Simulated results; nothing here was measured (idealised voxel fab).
Presented below is a process module, voxel self aligned vias.
Pictured: cross-section cut, 140 nm wide, on a grid of 5 nm square cells.
Cross-section format: a grid of square cells, given as bands from top to bottom; each band is one or more rows of cells. Heads up on the band format: heights come first, top then bottom, in nm. After that it's the materials left to right, each with its width in nm. A single material flagged "everywhere" fills the whole band edge to edge, and "air" means there's empty space there. Heights are measured from 0, the level below which the as-received wafer is all one material; the lowest band has no bottom and continues downward, written as in "from 0 down". The notation "30 to 40" denotes a width that varies across the rows of cells in the band, beginning at the first number in the top row, finishing at the second number in the bottom row, and changing by an identical amount from each row to the next. Take "nothing got changed" at face value: in the step it is given for, the cross-section changed in none of its cells. "Voids lacking openings" specifies each empty space that is not open to the top and that occupies no fewer than 8 cells, using the form width x height at distance, the distance measured from the left edge and all three quantities in nm. Note: text after step settings on the step line = simulator remark on that step. overlay nm: on a step with a mask, how far right of its planned place the mask lay; negative means left.
### So here's the lineup of process steps we planned
1 op RECEIVE | material Si
2 op CONFORMAL_DEP | material SiO2 | thk nm 10
3 op CONFORMAL_DEP | material SiCN | thk nm 5
4 op DIRECTIONAL_DEP | material lowk | thk nm 30
5 op PATTERN | tone open | mask id LINES | material resist | width nm 30 | pitch nm 55 | thk nm 20 | overlay nm 0
6 op DIRECTIONAL_ETCH | etch materials lowk | depth nm 30
7 op STRIP | etch materials resist
8 op CONFORMAL_DEP | material TiN | thk nm 5
9 op FILL_DEP | material W | thk nm 10
10 op CMP | height nm 45
11 op SELECTIVE_ETCH | etch materials W Ru TiN | depth nm 5
12 op FILL_DEP | material SiN | thk nm 5
13 op CMP | height nm 45
14 op DIRECTIONAL_DEP | material lowk | thk nm 20
15 op DIRECTIONAL_DEP | material aC | thk nm 15
16 op PATTERN | tone open | mask id VIAS | material resist | width nm 40 | thk nm 30 | overlay nm 0
17 op DIRECTIONAL_ETCH | etch materials aC | depth nm 15
18 op STRIP | etch materials resist
19 op DIRECTIONAL_ETCH | etch materials lowk | depth nm 20
20 op DIRECTIONAL_ETCH | etch materials SiN | depth nm 5
21 op STRIP | etch materials aC
22 op CONFORMAL_DEP | material TiN | thk nm 5
23 op FILL_DEP | material W | thk nm 5
24 op CMP | height nm 65
25 op CONFORMAL_DEP | material SiN | thk nm 5
### What follows covers the first of two wafers; it ran as planned
### Cross-section of the wafer upon arrival, representing the state reached after step 1
- from 0 down = Si everywhere
- Voids lacking openings: none
### The wafer in cross-section once step 2 is complete
- from 10 to 0 = SiO2 everywhere
- Below 0, no change.
### The wafer in cross-section once step 3 is complete
- from 15 to 10 = SiCN everywhere
- Below 10, no change.
### The wafer in cross-section once step 4 is complete
- from 45 to 15 = lowk everywhere
- Below 15, no change.
### The wafer in cross-section once step 5 is complete
- from 65 to 45 = resist 25 nm, air 30 nm, resist 25 nm, air 30 nm, resist 30 nm
- Below 45, no change.
### The wafer in cross-section once step 6 is complete
- from 65 to 45 = resist 25 nm, air 30 nm, resist 25 nm, air 30 nm, resist 30 nm
- from 45 to 15 = lowk 25 nm, air 30 nm, lowk 25 nm, air 30 nm, lowk 30 nm
- Below 15, no change.
### The wafer in cross-section once step 7 is complete
- from 45 to 15 = lowk 25 nm, air 30 nm, lowk 25 nm, air 30 nm, lowk 30 nm
- Below 15, no change.
### The wafer in cross-section once step 8 is complete
- from 50 to 45 = TiN 30 nm, air 20 nm, TiN 35 nm, air 20 nm, TiN 35 nm
- from 45 to 20 = lowk 25 nm, TiN 5 nm, air 20 nm, TiN 5 nm, lowk 25 nm, TiN 5 nm, air 20 nm, TiN 5 nm, lowk 30 nm
- from 20 to 15 = lowk 25 nm, TiN 30 nm, lowk 25 nm, TiN 30 nm, lowk 30 nm
- Below 15, no change.
### The wafer in cross-section once step 9 is complete
- from 60 to 50 = W everywhere
- from 50 to 45 = TiN 30 nm, W 20 nm, TiN 35 nm, W 20 nm, TiN 35 nm
- from 45 to 20 = lowk 25 nm, TiN 5 nm, W 20 nm, TiN 5 nm, lowk 25 nm, TiN 5 nm, W 20 nm, TiN 5 nm, lowk 30 nm
- Below 20, no change.
### The wafer in cross-section once step 10 is complete
- from 45 to 20 = lowk 25 nm, TiN 5 nm, W 20 nm, TiN 5 nm, lowk 25 nm, TiN 5 nm, W 20 nm, TiN 5 nm, lowk 30 nm
- Below 20, no change.
### The wafer in cross-section once step 11 is complete
- from 45 to 40 = lowk 25 nm, air 30 nm, lowk 25 nm, air 30 nm, lowk 30 nm
- Below 40, no change.
### The wafer in cross-section once step 12 is complete
- from 50 to 45 = SiN everywhere
- from 45 to 40 = lowk 25 nm, SiN 30 nm, lowk 25 nm, SiN 30 nm, lowk 30 nm
- Below 40, no change.
### The wafer in cross-section once step 13 is complete
- from 45 to 40 = lowk 25 nm, SiN 30 nm, lowk 25 nm, SiN 30 nm, lowk 30 nm
- Below 40, no change.
### The wafer in cross-section once step 14 is complete
- from 65 to 45 = lowk everywhere
- Below 45, no change.
### The wafer in cross-section once step 15 is complete
- from 80 to 65 = aC everywhere
- Below 65, no change.
### The wafer in cross-section once step 16 is complete
- from 110 to 80 = resist 20 nm, air 40 nm, resist 80 nm
- Below 80, no change.
### The wafer in cross-section once step 17 is complete
- from 95 to 80 = resist 20 nm, air 40 nm, resist 80 nm
- from 80 to 65 = aC 20 nm, air 40 nm, aC 80 nm
- Below 65, no change.
### The wafer in cross-section once step 18 is complete
- from 80 to 65 = aC 20 nm, air 40 nm, aC 80 nm
- Below 65, no change.
### The wafer in cross-section once step 19 is complete
- from 80 to 65 = aC 20 nm, air 40 nm, aC 80 nm
- from 65 to 45 = lowk 20 nm, air 40 nm, lowk 80 nm
- Below 45, no change.
### The wafer in cross-section once step 20 is complete
- from 80 to 65 = aC 20 nm, air 40 nm, aC 80 nm
- from 65 to 45 = lowk 20 nm, air 40 nm, lowk 80 nm
- from 45 to 40 = lowk 25 nm, air 30 nm, lowk 25 nm, SiN 30 nm, lowk 30 nm
- Below 40, no change.
### The wafer in cross-section once step 21 is complete
- from 65 to 45 = lowk 20 nm, air 40 nm, lowk 80 nm
- Below 45, no change.
### The wafer in cross-section once step 22 is complete
- from 70 to 65 = TiN 25 nm, air 30 nm, TiN 85 nm
- from 65 to 50 = lowk 20 nm, TiN 5 nm, air 30 nm, TiN 5 nm, lowk 80 nm
- from 50 to 45 = lowk 20 nm, TiN 10 nm, air 20 nm, TiN 10 nm, lowk 80 nm
- from 45 to 40 = lowk 25 nm, TiN 30 nm, lowk 25 nm, SiN 30 nm, lowk 30 nm
- Below 40, no change.
### The wafer in cross-section once step 23 is complete
- from 75 to 70 = W everywhere
- from 70 to 65 = TiN 25 nm, W 30 nm, TiN 85 nm
- from 65 to 50 = lowk 20 nm, TiN 5 nm, W 30 nm, TiN 5 nm, lowk 80 nm
- from 50 to 45 = lowk 20 nm, TiN 10 nm, W 20 nm, TiN 10 nm, lowk 80 nm
- Below 45, no change.
### The wafer in cross-section once step 24 is complete
- from 65 to 50 = lowk 20 nm, TiN 5 nm, W 30 nm, TiN 5 nm, lowk 80 nm
- Below 50, no change.
### The wafer in cross-section once step 25 is complete
- from 70 to 65 = SiN everywhere
- Below 65, no change.
### Wafer two of the pair: same origin, same plan, one error during the run; identical to wafer one up to and including step 4
### The second wafer cut through, at the time step 5 was supposed to be finished
- from 65 to 45 = resist 35 nm, air 30 nm, resist 25 nm, air 30 nm, resist 20 nm
- Below 45, no change.
### The second wafer cut through, at the time step 6 was supposed to be finished
- from 65 to 45 = resist 35 nm, air 30 nm, resist 25 nm, air 30 nm, resist 20 nm
- from 45 to 15 = lowk 35 nm, air 30 nm, lowk 25 nm, air 30 nm, lowk 20 nm
- Below 15, no change.
### The second wafer cut through, at the time step 7 was supposed to be finished
- from 45 to 15 = lowk 35 nm, air 30 nm, lowk 25 nm, air 30 nm, lowk 20 nm
- Below 15, no change.
### The second wafer cut through, at the time step 8 was supposed to be finished
- from 50 to 45 = TiN 40 nm, air 20 nm, TiN 35 nm, air 20 nm, TiN 25 nm
- from 45 to 20 = lowk 35 nm, TiN 5 nm, air 20 nm, TiN 5 nm, lowk 25 nm, TiN 5 nm, air 20 nm, TiN 5 nm, lowk 20 nm
- from 20 to 15 = lowk 35 nm, TiN 30 nm, lowk 25 nm, TiN 30 nm, lowk 20 nm
- Below 15, no change.
### The second wafer cut through, at the time step 9 was supposed to be finished
- from 60 to 50 = W everywhere
- from 50 to 45 = TiN 40 nm, W 20 nm, TiN 35 nm, W 20 nm, TiN 25 nm
- from 45 to 20 = lowk 35 nm, TiN 5 nm, W 20 nm, TiN 5 nm, lowk 25 nm, TiN 5 nm, W 20 nm, TiN 5 nm, lowk 20 nm
- Below 20, no change.
### The second wafer cut through, at the time step 10 was supposed to be finished
- from 45 to 20 = lowk 35 nm, TiN 5 nm, W 20 nm, TiN 5 nm, lowk 25 nm, TiN 5 nm, W 20 nm, TiN 5 nm, lowk 20 nm
- Below 20, no change.
### The second wafer cut through, at the time step 11 was supposed to be finished
- from 45 to 40 = lowk 35 nm, air 30 nm, lowk 25 nm, air 30 nm, lowk 20 nm
- Below 40, no change.
### The second wafer cut through, at the time step 12 was supposed to be finished
- from 50 to 45 = SiN everywhere
- from 45 to 40 = lowk 35 nm, SiN 30 nm, lowk 25 nm, SiN 30 nm, lowk 20 nm
- Below 40, no change.
### The second wafer cut through, at the time step 13 was supposed to be finished
- from 45 to 40 = lowk 35 nm, SiN 30 nm, lowk 25 nm, SiN 30 nm, lowk 20 nm
- Below 40, no change.
### The second wafer cut through, at the time step 14 was supposed to be finished
- from 65 to 45 = lowk everywhere
- Below 45, no change.
### The second wafer cut through, at the time step 15 was supposed to be finished
- from 80 to 65 = aC everywhere
- Below 65, no change.
### The second wafer cut through, at the time step 16 was supposed to be finished
- from 110 to 80 = resist 20 nm, air 40 nm, resist 80 nm
- Below 80, no change.
### The second wafer cut through, at the time step 17 was supposed to be finished
- from 95 to 80 = resist 20 nm, air 40 nm, resist 80 nm
- from 80 to 65 = aC 20 nm, air 40 nm, aC 80 nm
- Below 65, no change.
### The second wafer cut through, at the time step 18 was supposed to be finished
- from 80 to 65 = aC 20 nm, air 40 nm, aC 80 nm
- Below 65, no change.
### The second wafer cut through, at the time step 19 was supposed to be finished
- from 80 to 65 = aC 20 nm, air 40 nm, aC 80 nm
- from 65 to 45 = lowk 20 nm, air 40 nm, lowk 80 nm
- Below 45, no change.
### The second wafer cut through, at the time step 20 was supposed to be finished
- from 80 to 65 = aC 20 nm, air 40 nm, aC 80 nm
- from 65 to 45 = lowk 20 nm, air 40 nm, lowk 80 nm
- from 45 to 40 = lowk 35 nm, air 25 nm, SiN 5 nm, lowk 25 nm, SiN 30 nm, lowk 20 nm
- Below 40, no change.
### The second wafer cut through, at the time step 21 was supposed to be finished
- from 65 to 45 = lowk 20 nm, air 40 nm, lowk 80 nm
- Below 45, no change.
### The second wafer cut through, at the time step 22 was supposed to be finished
- from 70 to 65 = TiN 25 nm, air 30 nm, TiN 85 nm
- from 65 to 50 = lowk 20 nm, TiN 5 nm, air 30 nm, TiN 5 nm, lowk 80 nm
- from 50 to 45 = lowk 20 nm, TiN 20 nm, air 15 nm, TiN 5 nm, lowk 80 nm
- from 45 to 40 = lowk 35 nm, TiN 25 nm, SiN 5 nm, lowk 25 nm, SiN 30 nm, lowk 20 nm
- Below 40, no change.
### The second wafer cut through, at the time step 23 was supposed to be finished
- from 75 to 70 = W everywhere
- from 70 to 65 = TiN 25 nm, W 30 nm, TiN 85 nm
- from 65 to 50 = lowk 20 nm, TiN 5 nm, W 30 nm, TiN 5 nm, lowk 80 nm
- from 50 to 45 = lowk 20 nm, TiN 20 nm, W 15 nm, TiN 5 nm, lowk 80 nm
- Below 45, no change.
### The second wafer cut through, at the time step 24 was supposed to be finished
- from 65 to 50 = lowk 20 nm, TiN 5 nm, W 30 nm, TiN 5 nm, lowk 80 nm
- Below 50, no change.
### The second wafer cut through, at the time step 25 was supposed to be finished
- from 70 to 65 = SiN everywhere
- Below 65, no change.
Nonconformance to the process plan: heads up, step 5 didn't go per plan, it actually ran as op PATTERN | tone open | mask id LINES | material resist | width nm 30 | pitch nm 55 | thk nm 20 | overlay nm 10
Looking at both finished wafers in cells, the second ends up ahead of or behind the first on some materials: 1 more of SiN | 1 fewer of W
